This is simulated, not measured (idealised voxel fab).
This is a process module. Its name is voxel double patterning.
In the cross-section labelled cut, the width is 300 nm and each square cell is 5 nm.
Notation: cross-section as square-cell grid; stated in bands, top first, going down; one or more cell rows per band. Each band's line starts with the height of the band's top and of its bottom, in nm. Then come its materials from left to right, each with its width in nm. One material with "everywhere" fills the band from edge to edge. "air" is empty space. Beneath 0, the wafer as received is one material, and that level is where height counting begins. The lowest band goes on downward without a bottom; it is written like "from 0 down". Per-row width for "30..40": begins at first number (top row of band), ends at second number (bottom row), increment between rows held constant. When a step is marked "remained unchanged", none of the cells in the cross-section changed during that step. Voids not open to the top, 8 cells minimum: see "Unvented voids". Written width x height at distance; distance is from the left edge; nm. What comes after the settings on a step's line is commentary from the simulator itself on that step. Regarding "overlay nm": on a step with a mask, it is the distance the mask lay to the right of its planned place; a negative value places it to the left.
# plan
step 1: RECEIVE [material Si]
step 2: CONFORMAL_DEP [material SiN] [thk nm 5]
step 3: DIRECTIONAL_DEP [material SiO2] [thk nm 20]
step 4: DIRECTIONAL_DEP [material SiCN] [thk nm 10]
step 5: DIRECTIONAL_DEP [material aC] [thk nm 10]
step 6: PATTERN [tone open] [mask id FIRST] [material resist] [width nm 15] [pitch nm 50] [thk nm 25] [overlay nm 0]
step 7: DIRECTIONAL_ETCH [etch materials aC] [depth nm 10]
step 8: STRIP [etch materials resist]
step 9: DIRECTIONAL_ETCH [etch materials SiCN] [depth nm 10]
step 10: STRIP [etch materials aC]
step 11: DIRECTIONAL_DEP [material aC] [thk nm 10]
step 12: PATTERN [tone open] [mask id SECOND] [material resist] [width nm 15] [pitch nm 50] [thk nm 30] [overlay nm 0]
step 13: DIRECTIONAL_ETCH [etch materials aC] [depth nm 10]
step 14: STRIP [etch materials resist]
step 15: DIRECTIONAL_ETCH [etch materials SiCN] [depth nm 10]
step 16: STRIP [etch materials aC]
step 17: DIRECTIONAL_ETCH [etch materials SiO2] [depth nm 20]
step 18: STRIP [etch materials SiCN]
Wafer-to-wafer difference: thk nm, step 2. Common start. Plan = first wafer's value.
# Cross-sectional view of the first of several wafers in the as-received condition, corresponding to the state following step 1
	from 0 down: Si everywhere
	Unvented voids: none
# Depicted here is the first of several wafers in cross-section, at module completion following the last step, step 18
	from 25 to 5: SiO2=90; air=15; SiO2=10; air=15; SiO2=10; air=15; SiO2=10; air=15; SiO2=10; air=15; SiO2=95
	from 5 to 0: SiN everywhere
	from 0 down: Si everywhere
	Unvented voids: none
# Cross-section of the final wafer among several, taken at the end of the module
	from 40 to 20: SiO2=90; air=15; SiO2=10; air=15; SiO2=10; air=15; SiO2=10; air=15; SiO2=10; air=15; SiO2=95
	from 20 to 0: SiN everywhere
	from 0 down: Si everywhere
	Unvented voids: none
# Per wafer (row), end of module: delta in cells per material since receipt, (+) for gained, (-) for lost; closed voids after that
thk nm 5; +60 SiN; +180 SiO2; Unvented voids: none
thk nm 10; +120 SiN; +180 SiO2; Unvented voids: none
thk nm 15; +180 SiN; +180 SiO2; Unvented voids: none
thk nm 20; +240 SiN; +180 SiO2; Unvented voids: none
